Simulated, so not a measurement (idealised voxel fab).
Proc. module: voxel self aligned vias
Shown is cross-section cut, with a width of 235 nm and square cells of size 5 nm.
In this document a cross-section is written as a grid of square cells. It is given as a series of bands, listed from the top down, and a band is one or more rows of cells.
Heads up on the band format: heights come first, top then bottom, in nm. After that it's the materials left to right, each with its width in nm. A single material flagged "everywhere" fills the whole band edge to edge, and "empty" means there's empty space there.
Heights are reckoned from 0. Under this level, the received wafer is all of one material. The bottommost band is open-ended downward, for example "from 0 down".
The width entry "30->40" should be interpreted row by row: the top row of cells in the band takes the first number, the bottom row takes the second number, and the change between adjacent rows is uniform throughout.
Basically "everything unchanged" means that step didn't change any cell in the cross-section.
In "Closed empty spaces" the enclosed voids are listed, meaning empty spaces of 8 cells or larger without any opening to the top. The form is width x height at distance, distance from the left edge, units nm.
Heads up: the bit after the settings on a step's line is the simulator's remark on that step.
overlay nm: mask right of planned place by this much (step with mask). Neg. = left.

Here's what the planned process steps look like:
- 1: RECEIVE (material Si)
- 2: CONFORMAL_DEP (material SiO2; thk nm 10)
- 3: CONFORMAL_DEP (material SiCN; thk nm 5)
- 4: DIRECTIONAL_DEP (material lowk; thk nm 20)
- 5: MASKED_ETCH (tone open; mask id LINES; width nm 30; pitch nm 70; etch materials lowk; depth nm 20; overlay nm 0)
- 6: CONFORMAL_DEP (material TiN; thk nm 5)
- 7: FILL_DEP (material W; thk nm 10)
- 8: CMP (height nm 35)
- 9: SELECTIVE_ETCH (etch materials W Ru TiN; depth nm 5)
- 10: FILL_DEP (material SiN; thk nm 5)
- 11: CMP (height nm 35)
- 12: DIRECTIONAL_DEP (material lowk; thk nm 15)
- 13: PATTERN (tone open; mask id VIAS; material resist; width nm 50; thk nm 20; overlay nm 0)
- 14: DIRECTIONAL_ETCH (etch materials lowk; depth nm 15)
- 15: DIRECTIONAL_ETCH (etch materials SiN; depth nm 5)
- 16: STRIP (etch materials resist)
- 17: CONFORMAL_DEP (material TiN; thk nm 5)
- 18: FILL_DEP (material Cu; thk nm 5)
- 19: CMP (height nm 50)
- 20: CONFORMAL_DEP (material SiCN; thk nm 5)

First of the two wafers, run per plan:

As received (post step 1): cross-section:
  from 0 down = Si everywhere
  Closed empty spaces: none

Wafer xsec, post step 2:
  from 10 to 0 = SiO2 everywhere
  Rest of section, below 0: as before.

Wafer xsec, post step 3:
  from 15 to 10 = SiCN everywhere
  Rest of section, below 10: as before.

Wafer xsec, post step 4:
  from 35 to 15 = lowk everywhere
  Rest of section, below 15: as before.

Wafer xsec, post step 5:
  from 35 to 15 = lowk=65 | empty=30 | lowk=40 | empty=30 | lowk=70
  Rest of section, below 15: as before.

Wafer xsec, post step 6:
  from 40 to 35 = TiN=70 | empty=20 | TiN=50 | empty=20 | TiN=75
  from 35 to 20 = lowk=65 | TiN=5 | empty=20 | TiN=5 | lowk=40 | TiN=5 | empty=20 | TiN=5 | lowk=70
  from 20 to 15 = lowk=65 | TiN=30 | lowk=40 | TiN=30 | lowk=70
  Rest of section, below 15: as before.

Wafer xsec, post step 7:
  from 50 to 40 = W everywhere
  from 40 to 35 = TiN=70 | W=20 | TiN=50 | W=20 | TiN=75
  from 35 to 20 = lowk=65 | TiN=5 | W=20 | TiN=5 | lowk=40 | TiN=5 | W=20 | TiN=5 | lowk=70
  Rest of section, below 20: as before.

Wafer xsec, post step 8:
  from 35 to 20 = lowk=65 | TiN=5 | W=20 | TiN=5 | lowk=40 | TiN=5 | W=20 | TiN=5 | lowk=70
  Rest of section, below 20: as before.

Wafer xsec, post step 9:
  from 35 to 30 = lowk=65 | empty=30 | lowk=40 | empty=30 | lowk=70
  Rest of section, below 30: as before.

Wafer xsec, post step 10:
  from 40 to 35 = SiN everywhere
  from 35 to 30 = lowk=65 | SiN=30 | lowk=40 | SiN=30 | lowk=70
  Rest of section, below 30: as before.

Wafer xsec, post step 11:
  from 35 to 30 = lowk=65 | SiN=30 | lowk=40 | SiN=30 | lowk=70
  Rest of section, below 30: as before.

Wafer xsec, post step 12:
  from 50 to 35 = lowk everywhere
  Rest of section, below 35: as before.

Wafer xsec, post step 13:
  from 70 to 50 = resist=55 | empty=50 | resist=130
  Rest of section, below 50: as before.

Wafer xsec, post step 14:
  from 70 to 50 = resist=55 | empty=50 | resist=130
  from 50 to 35 = lowk=55 | empty=50 | lowk=130
  Rest of section, below 35: as before.

Wafer xsec, post step 15:
  from 70 to 50 = resist=55 | empty=50 | resist=130
  from 50 to 35 = lowk=55 | empty=50 | lowk=130
  from 35 to 30 = lowk=65 | empty=30 | lowk=40 | SiN=30 | lowk=70
  Rest of section, below 30: as before.

Wafer xsec, post step 16:
  from 50 to 35 = lowk=55 | empty=50 | lowk=130
  Rest of section, below 35: as before.

Wafer xsec, post step 17:
  from 55 to 50 = TiN=60 | empty=40 | TiN=135
  from 50 to 40 = lowk=55 | TiN=5 | empty=40 | TiN=5 | lowk=130
  from 40 to 35 = lowk=55 | TiN=15 | empty=20 | TiN=15 | lowk=130
  from 35 to 30 = lowk=65 | TiN=30 | lowk=40 | SiN=30 | lowk=70
  Rest of section, below 30: as before.

Wafer xsec, post step 18:
  from 60 to 55 = Cu everywhere
  from 55 to 50 = TiN=60 | Cu=40 | TiN=135
  from 50 to 40 = lowk=55 | TiN=5 | Cu=40 | TiN=5 | lowk=130
  from 40 to 35 = lowk=55 | TiN=15 | Cu=20 | TiN=15 | lowk=130
  Rest of section, below 35: as before.

Wafer xsec, post step 19:
  from 50 to 40 = lowk=55 | TiN=5 | Cu=40 | TiN=5 | lowk=130
  Rest of section, below 40: as before.

Wafer xsec, post step 20:
  from 55 to 50 = SiCN everywhere
  Rest of section, below 50: as before.

The second wafer: identical to the first at the outset and in its planned sequence, differing only in that one mistake was made during processing; up to and including step 12, its path is the first wafer's path:

Here is the second wafer in cross-section at the point where step 13 of the plan should have been done:
  from 70 to 50 = resist=60 | empty=40 | resist=135
  Rest of section, below 50: as before.

Here is the second wafer in cross-section at the point where step 14 of the plan should have been done:
  from 70 to 50 = resist=60 | empty=40 | resist=135
  from 50 to 35 = lowk=60 | empty=40 | lowk=135
  Rest of section, below 35: as before.

Here is the second wafer in cross-section at the point where step 15 of the plan should have been done:
  from 70 to 50 = resist=60 | empty=40 | resist=135
  from 50 to 35 = lowk=60 | empty=40 | lowk=135
  from 35 to 30 = lowk=65 | empty=30 | lowk=40 | SiN=30 | lowk=70
  Rest of section, below 30: as before.

Here is the second wafer in cross-section at the point where step 16 of the plan should have been done:
  from 50 to 35 = lowk=60 | empty=40 | lowk=135
  Rest of section, below 35: as before.

Here is the second wafer in cross-section at the point where step 17 of the plan should have been done:
  from 55 to 50 = TiN=65 | empty=30 | TiN=140
  from 50 to 40 = lowk=60 | TiN=5 | empty=30 | TiN=5 | lowk=135
  from 40 to 35 = lowk=60 | TiN=10 | empty=20 | TiN=10 | lowk=135
  from 35 to 30 = lowk=65 | TiN=30 | lowk=40 | SiN=30 | lowk=70
  Rest of section, below 30: as before.

Here is the second wafer in cross-section at the point where step 18 of the plan should have been done:
  from 60 to 55 = Cu everywhere
  from 55 to 50 = TiN=65 | Cu=30 | TiN=140
  from 50 to 40 = lowk=60 | TiN=5 | Cu=30 | TiN=5 | lowk=135
  from 40 to 35 = lowk=60 | TiN=10 | Cu=20 | TiN=10 | lowk=135
  Rest of section, below 35: as before.

Here is the second wafer in cross-section at the point where step 19 of the plan should have been done:
  from 50 to 40 = lowk=60 | TiN=5 | Cu=30 | TiN=5 | lowk=135
  Rest of section, below 40: as before.

Here is the second wafer in cross-section at the point where step 20 of the plan should have been done:
  from 55 to 50 = SiCN everywhere
  Rest of section, below 50: as before.
Finding, execution versus plan: in deviation from the planned setting, step 13 was conducted as PATTERN (tone open; mask id VIAS; material resist; width nm 40; thk nm 20; overlay nm 0)
Final cells, second wafer relative to first, materials higher or lower: 4 fewer of Cu | 2 fewer of TiN | 6 more of lowk
